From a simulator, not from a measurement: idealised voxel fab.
process module | voxel transistor to metal
cross-section cut | 170 nm wide | cells 5 nm
A cross-section is a grid of square cells, given in bands from the top down. A band is one or more rows of cells.
Each band's line starts with the height of the band's top and of its bottom, in nm. Then come its materials from left to right, each with its width in nm. One material with "throughout" fills the band from edge to edge. "air" is empty space.
Height 0 is the level under which the wafer as received is all one material. The lowest band goes on downwards, as in "0 down".
A width such as "30 to 40" changes by the same amount from each row of cells to the next, from the band's top row to its bottom row.
"no change" after a step means that no cell of the cross-section changed.
closed voids: empty space of 8 cells or more with no open way to the top, each as width x height at its distance from the left edge, in nm
after a step's settings: what the simulator itself notes on the step
overlay nm, on a step with a mask: how far to the right of its planned place the mask lay; to the left if negative
plan
1 op RECEIVE | material Si
2 op OXIDIZE | depth nm 5
3 op CONFORMAL_DEP | material SiN | thk nm 15
4 op PATTERN | tone cover | mask id ACTIVE | material resist | width nm 95 | thk nm 15 | overlay nm 0
5 op DIRECTIONAL_ETCH | etch materials SiN | depth nm 15
6 op DIRECTIONAL_ETCH | etch materials SiO2 | depth nm 5
7 op DIRECTIONAL_ETCH | etch materials Si | depth nm 25
8 op STRIP | etch materials resist
9 op OXIDIZE | depth nm 5
10 op FILL_DEP | material SiO2 | thk nm 10
11 op CMP | height nm 15
12 op SELECTIVE_ETCH | etch materials SiO2 | depth nm 15
13 op STRIP | etch materials SiN
14 op SELECTIVE_ETCH | etch materials SiO2 | depth nm 5
15 op OXIDIZE | depth nm 5
16 op DIRECTIONAL_DEP | material polySi | thk nm 30
17 op DIRECTIONAL_DEP | material SiCN | thk nm 10
18 op MASKED_ETCH | tone cover | mask id GATE | width nm 25 | etch materials SiCN | depth nm 20 | overlay nm 0
19 op MASKED_ETCH | tone cover | mask id GATE | width nm 25 | etch materials polySi | depth nm 40 | overlay nm 0
20 op CONFORMAL_DEP | material SiN | thk nm 10
21 op DIRECTIONAL_ETCH | etch materials SiN | depth nm 10
22 op DIRECTIONAL_ETCH | etch materials SiO2 | depth nm 5
23 op EPI | material nSi | thk nm 5
24 op FILL_DEP | material SiO2 | thk nm 5
25 op CMP | height nm 35
26 op DIRECTIONAL_DEP | material SiO2 | thk nm 15
27 op PATTERN | tone open | mask id CONTACT | material resist | width nm 25 | pitch nm 60 | thk nm 15 | overlay nm 0
28 op DIRECTIONAL_ETCH | etch materials SiO2 | depth nm 55
29 op STRIP | etch materials resist
30 op CONFORMAL_DEP | material TiN | thk nm 5
31 op FILL_DEP | material Ru | thk nm 5
32 op CMP | height nm 50
33 op CONFORMAL_DEP | material SiN | thk nm 5
34 op DIRECTIONAL_DEP | material SiO2 | thk nm 20
35 op PATTERN | tone open | mask id METAL_1 | material resist | width nm 15 | pitch nm 70 | thk nm 15 | overlay nm 0
36 op DIRECTIONAL_ETCH | etch materials SiO2 | depth nm 20
37 op DIRECTIONAL_ETCH | etch materials SiN | depth nm 5
38 op STRIP | etch materials resist
39 op CONFORMAL_DEP | material TiN | thk nm 5
40 op FILL_DEP | material Ru | thk nm 10
41 op CMP | height nm 75
42 op CONFORMAL_DEP | material SiN | thk nm 5
first wafer, as planned
as received, after step 1
  0 down: Si throughout
  closed voids: none
after step 2
  0 to -5: SiO2 throughout
  below -5: unchanged
after step 3
  15 to 0: SiN throughout
  below 0: unchanged
after step 4
  30 to 15: air 35 | resist 95 | air 40
  below 15: unchanged
after step 5
  30 to 15: air 35 | resist 95 | air 40
  15 to 0: air 35 | SiN 95 | air 40
  below 0: unchanged
after step 6
  30 to 15: air 35 | resist 95 | air 40
  15 to 0: air 35 | SiN 95 | air 40
  0 to -5: air 35 | SiO2 95 | air 40
  below -5: unchanged
after step 7
  30 to 15: air 35 | resist 95 | air 40
  15 to 0: air 35 | SiN 95 | air 40
  0 to -5: air 35 | SiO2 95 | air 40
  -5 to -30: air 35 | Si 95 | air 40
  below -30: unchanged
after step 8
  15 to 0: air 35 | SiN 95 | air 40
  below 0: unchanged
after step 9
  15 to 0: air 35 | SiN 95 | air 40
  0 to -5: air 35 | SiO2 95 | air 40
  -5 to -30: air 35 | SiO2 5 | Si 85 | SiO2 5 | air 40
  -30 to -35: SiO2 40 | Si 85 | SiO2 45
  below -35: unchanged
after step 10
  25 to 15: SiO2 throughout
  15 to 0: SiO2 35 | SiN 95 | SiO2 40
  0 to -5: SiO2 throughout
  -5 to -35: SiO2 40 | Si 85 | SiO2 45
  below -35: unchanged
after step 11
  15 to 0: SiO2 35 | SiN 95 | SiO2 40
  below 0: unchanged
after step 12
  15 to 0: air 35 | SiN 95 | air 40
  below 0: unchanged
after step 13
  0 to -5: SiO2 throughout
  below -5: unchanged
after step 14
  -5 to -35: SiO2 40 | Si 85 | SiO2 45
  below -35: unchanged
after step 15
  -5 to -10: SiO2 throughout
  below -10: unchanged
after step 16
  25 to -5: polySi throughout
  below -5: unchanged
after step 17
  35 to 25: SiCN throughout
  below 25: unchanged
after step 18
  35 to 25: air 70 | SiCN 25 | air 75
  below 25: unchanged
after step 19
  35 to 25: air 70 | SiCN 25 | air 75
  25 to -5: air 70 | polySi 25 | air 75
  below -5: unchanged
after step 20
  45 to 35: air 60 | SiN 45 | air 65
  35 to 25: air 60 | SiN 10 | SiCN 25 | SiN 10 | air 65
  25 to 5: air 60 | SiN 10 | polySi 25 | SiN 10 | air 65
  5 to -5: SiN 70 | polySi 25 | SiN 75
  below -5: unchanged
after step 21
  35 to 25: air 60 | SiN 10 | SiCN 25 | SiN 10 | air 65
  25 to -5: air 60 | SiN 10 | polySi 25 | SiN 10 | air 65
  below -5: unchanged
after step 22
  35 to 25: air 60 | SiN 10 | SiCN 25 | SiN 10 | air 65
  25 to -5: air 60 | SiN 10 | polySi 25 | SiN 10 | air 65
  -5 to -10: air 60 | SiO2 45 | air 65
  below -10: unchanged
after step 23
  35 to 25: air 60 | SiN 10 | SiCN 25 | SiN 10 | air 65
  25 to -5: air 60 | SiN 10 | polySi 25 | SiN 10 | air 65
  -5 to -10: air 35 | nSi 25 | SiO2 45 | nSi 25 | air 40
  below -10: unchanged
after step 24
  40 to 35: SiO2 throughout
  35 to 25: SiO2 60 | SiN 10 | SiCN 25 | SiN 10 | SiO2 65
  25 to -5: SiO2 60 | SiN 10 | polySi 25 | SiN 10 | SiO2 65
  -5 to -10: SiO2 35 | nSi 25 | SiO2 45 | nSi 25 | SiO2 40
  below -10: unchanged
after step 25
  35 to 25: SiO2 60 | SiN 10 | SiCN 25 | SiN 10 | SiO2 65
  below 25: unchanged
after step 26
  50 to 35: SiO2 throughout
  below 35: unchanged
after step 27
  65 to 50: resist 40 | air 25 | resist 35 | air 25 | resist 45
  below 50: unchanged
after step 28
  65 to 50: resist 40 | air 25 | resist 35 | air 25 | resist 45
  50 to 35: SiO2 40 | air 25 | SiO2 35 | air 25 | SiO2 45
  35 to 25: SiO2 40 | air 20 | SiN 10 | SiCN 25 | SiN 10 | air 20 | SiO2 45
  25 to -5: SiO2 40 | air 20 | SiN 10 | polySi 25 | SiN 10 | air 20 | SiO2 45
  below -5: unchanged
after step 29
  50 to 35: SiO2 40 | air 25 | SiO2 35 | air 25 | SiO2 45
  below 35: unchanged
after step 30
  55 to 50: TiN 45 | air 15 | TiN 45 | air 15 | TiN 50
  50 to 40: SiO2 40 | TiN 5 | air 15 | TiN 5 | SiO2 35 | TiN 5 | air 15 | TiN 5 | SiO2 45
  40 to 35: SiO2 40 | TiN 5 | air 10 | TiN 10 | SiO2 35 | TiN 10 | air 10 | TiN 5 | SiO2 45
  35 to 25: SiO2 40 | TiN 5 | air 10 | TiN 5 | SiN 10 | SiCN 25 | SiN 10 | TiN 5 | air 10 | TiN 5 | SiO2 45
  25 to 0: SiO2 40 | TiN 5 | air 10 | TiN 5 | SiN 10 | polySi 25 | SiN 10 | TiN 5 | air 10 | TiN 5 | SiO2 45
  0 to -5: SiO2 40 | TiN 20 | SiN 10 | polySi 25 | SiN 10 | TiN 20 | SiO2 45
  below -5: unchanged
after step 31
  60 to 55: Ru throughout
  55 to 50: TiN 45 | Ru 15 | TiN 45 | Ru 15 | TiN 50
  50 to 40: SiO2 40 | TiN 5 | Ru 15 | TiN 5 | SiO2 35 | TiN 5 | Ru 15 | TiN 5 | SiO2 45
  40 to 35: SiO2 40 | TiN 5 | Ru 10 | TiN 10 | SiO2 35 | TiN 10 | Ru 10 | TiN 5 | SiO2 45
  35 to 25: SiO2 40 | TiN 5 | Ru 10 | TiN 5 | SiN 10 | SiCN 25 | SiN 10 | TiN 5 | Ru 10 | TiN 5 | SiO2 45
  25 to 0: SiO2 40 | TiN 5 | Ru 10 | TiN 5 | SiN 10 | polySi 25 | SiN 10 | TiN 5 | Ru 10 | TiN 5 | SiO2 45
  below 0: unchanged
after step 32
  50 to 40: SiO2 40 | TiN 5 | Ru 15 | TiN 5 | SiO2 35 | TiN 5 | Ru 15 | TiN 5 | SiO2 45
  below 40: unchanged
after step 33
  55 to 50: SiN throughout
  below 50: unchanged
after step 34
  75 to 55: SiO2 throughout
  below 55: unchanged
after step 35
  90 to 75: resist 40 | air 15 | resist 55 | air 15 | resist 45
  below 75: unchanged
after step 36
  90 to 75: resist 40 | air 15 | resist 55 | air 15 | resist 45
  75 to 55: SiO2 40 | air 15 | SiO2 55 | air 15 | SiO2 45
  below 55: unchanged
after step 37
  90 to 75: resist 40 | air 15 | resist 55 | air 15 | resist 45
  75 to 55: SiO2 40 | air 15 | SiO2 55 | air 15 | SiO2 45
  55 to 50: SiN 40 | air 15 | SiN 55 | air 15 | SiN 45
  below 50: unchanged
after step 38
  75 to 55: SiO2 40 | air 15 | SiO2 55 | air 15 | SiO2 45
  below 55: unchanged
after step 39
  80 to 75: TiN 45 | air 5 | TiN 65 | air 5 | TiN 50
  75 to 55: SiO2 40 | TiN 5 | air 5 | TiN 5 | SiO2 55 | TiN 5 | air 5 | TiN 5 | SiO2 45
  55 to 50: SiN 40 | TiN 15 | SiN 55 | TiN 15 | SiN 45
  below 50: unchanged
after step 40
  90 to 80: Ru throughout
  80 to 75: TiN 45 | Ru 5 | TiN 65 | Ru 5 | TiN 50
  75 to 55: SiO2 40 | TiN 5 | Ru 5 | TiN 5 | SiO2 55 | TiN 5 | Ru 5 | TiN 5 | SiO2 45
  below 55: unchanged
after step 41
  75 to 55: SiO2 40 | TiN 5 | Ru 5 | TiN 5 | SiO2 55 | TiN 5 | Ru 5 | TiN 5 | SiO2 45
  below 55: unchanged
after step 42
  80 to 75: SiN throughout
  below 75: unchanged
second wafer: like start, like plan, one mistake. Through step 15 it matches the first wafer
when step 16 should have ended
  25 to -5: SiN throughout
  below -5: unchanged
when step 17 should have ended
  35 to 25: SiCN throughout
  below 25: unchanged
when step 18 should have ended
  35 to 25: air 70 | SiCN 25 | air 75
  below 25: unchanged
when step 19 should have ended: no change
when step 20 should have ended
  45 to 35: air 60 | SiN 45 | air 65
  35 to 25: SiN 70 | SiCN 25 | SiN 75
  below 25: unchanged
when step 21 should have ended
  35 to 25: air 60 | SiN 10 | SiCN 25 | SiN 10 | air 65
  below 25: unchanged
when step 22 should have ended: no change
when step 23 should have ended: no change
when step 24 should have ended
  40 to 35: SiO2 throughout
  35 to 25: SiO2 60 | SiN 10 | SiCN 25 | SiN 10 | SiO2 65
  below 25: unchanged
when step 25 should have ended
  35 to 25: SiO2 60 | SiN 10 | SiCN 25 | SiN 10 | SiO2 65
  below 25: unchanged
when step 26 should have ended
  50 to 35: SiO2 throughout
  below 35: unchanged
when step 27 should have ended
  65 to 50: resist 40 | air 25 | resist 35 | air 25 | resist 45
  below 50: unchanged
when step 28 should have ended
  65 to 50: resist 40 | air 25 | resist 35 | air 25 | resist 45
  50 to 35: SiO2 40 | air 25 | SiO2 35 | air 25 | SiO2 45
  35 to 25: SiO2 40 | air 20 | SiN 10 | SiCN 25 | SiN 10 | air 20 | SiO2 45
  below 25: unchanged
when step 29 should have ended
  50 to 35: SiO2 40 | air 25 | SiO2 35 | air 25 | SiO2 45
  below 35: unchanged
when step 30 should have ended
  55 to 50: TiN 45 | air 15 | TiN 45 | air 15 | TiN 50
  50 to 40: SiO2 40 | TiN 5 | air 15 | TiN 5 | SiO2 35 | TiN 5 | air 15 | TiN 5 | SiO2 45
  40 to 35: SiO2 40 | TiN 5 | air 10 | TiN 10 | SiO2 35 | TiN 10 | air 10 | TiN 5 | SiO2 45
  35 to 30: SiO2 40 | TiN 5 | air 10 | TiN 5 | SiN 10 | SiCN 25 | SiN 10 | TiN 5 | air 10 | TiN 5 | SiO2 45
  30 to 25: SiO2 40 | TiN 20 | SiN 10 | SiCN 25 | SiN 10 | TiN 20 | SiO2 45
  below 25: unchanged
when step 31 should have ended
  60 to 55: Ru throughout
  55 to 50: TiN 45 | Ru 15 | TiN 45 | Ru 15 | TiN 50
  50 to 40: SiO2 40 | TiN 5 | Ru 15 | TiN 5 | SiO2 35 | TiN 5 | Ru 15 | TiN 5 | SiO2 45
  40 to 35: SiO2 40 | TiN 5 | Ru 10 | TiN 10 | SiO2 35 | TiN 10 | Ru 10 | TiN 5 | SiO2 45
  35 to 30: SiO2 40 | TiN 5 | Ru 10 | TiN 5 | SiN 10 | SiCN 25 | SiN 10 | TiN 5 | Ru 10 | TiN 5 | SiO2 45
  below 30: unchanged
when step 32 should have ended
  50 to 40: SiO2 40 | TiN 5 | Ru 15 | TiN 5 | SiO2 35 | TiN 5 | Ru 15 | TiN 5 | SiO2 45
  below 40: unchanged
when step 33 should have ended
  55 to 50: SiN throughout
  below 50: unchanged
when step 34 should have ended
  75 to 55: SiO2 throughout
  below 55: unchanged
when step 35 should have ended
  90 to 75: resist 40 | air 15 | resist 55 | air 15 | resist 45
  below 75: unchanged
when step 36 should have ended
  90 to 75: resist 40 | air 15 | resist 55 | air 15 | resist 45
  75 to 55: SiO2 40 | air 15 | SiO2 55 | air 15 | SiO2 45
  below 55: unchanged
when step 37 should have ended
  90 to 75: resist 40 | air 15 | resist 55 | air 15 | resist 45
  75 to 55: SiO2 40 | air 15 | SiO2 55 | air 15 | SiO2 45
  55 to 50: SiN 40 | air 15 | SiN 55 | air 15 | SiN 45
  below 50: unchanged
when step 38 should have ended
  75 to 55: SiO2 40 | air 15 | SiO2 55 | air 15 | SiO2 45
  below 55: unchanged
when step 39 should have ended
  80 to 75: TiN 45 | air 5 | TiN 65 | air 5 | TiN 50
  75 to 55: SiO2 40 | TiN 5 | air 5 | TiN 5 | SiO2 55 | TiN 5 | air 5 | TiN 5 | SiO2 45
  55 to 50: SiN 40 | TiN 15 | SiN 55 | TiN 15 | SiN 45
  below 50: unchanged
when step 40 should have ended
  90 to 80: Ru throughout
  80 to 75: TiN 45 | Ru 5 | TiN 65 | Ru 5 | TiN 50
  75 to 55: SiO2 40 | TiN 5 | Ru 5 | TiN 5 | SiO2 55 | TiN 5 | Ru 5 | TiN 5 | SiO2 45
  below 55: unchanged
when step 41 should have ended
  75 to 55: SiO2 40 | TiN 5 | Ru 5 | TiN 5 | SiO2 55 | TiN 5 | Ru 5 | TiN 5 | SiO2 45
  below 55: unchanged
when step 42 should have ended
  80 to 75: SiN throughout
  below 75: unchanged
what went wrong: step 16 ran as: op DIRECTIONAL_DEP | material SiN | thk nm 30
at the end the second wafer has, in cells: 24 fewer of Ru | 180 more of SiN | 92 fewer of SiO2 | 24 fewer of TiN | 10 fewer of nSi | 30 fewer of polySi
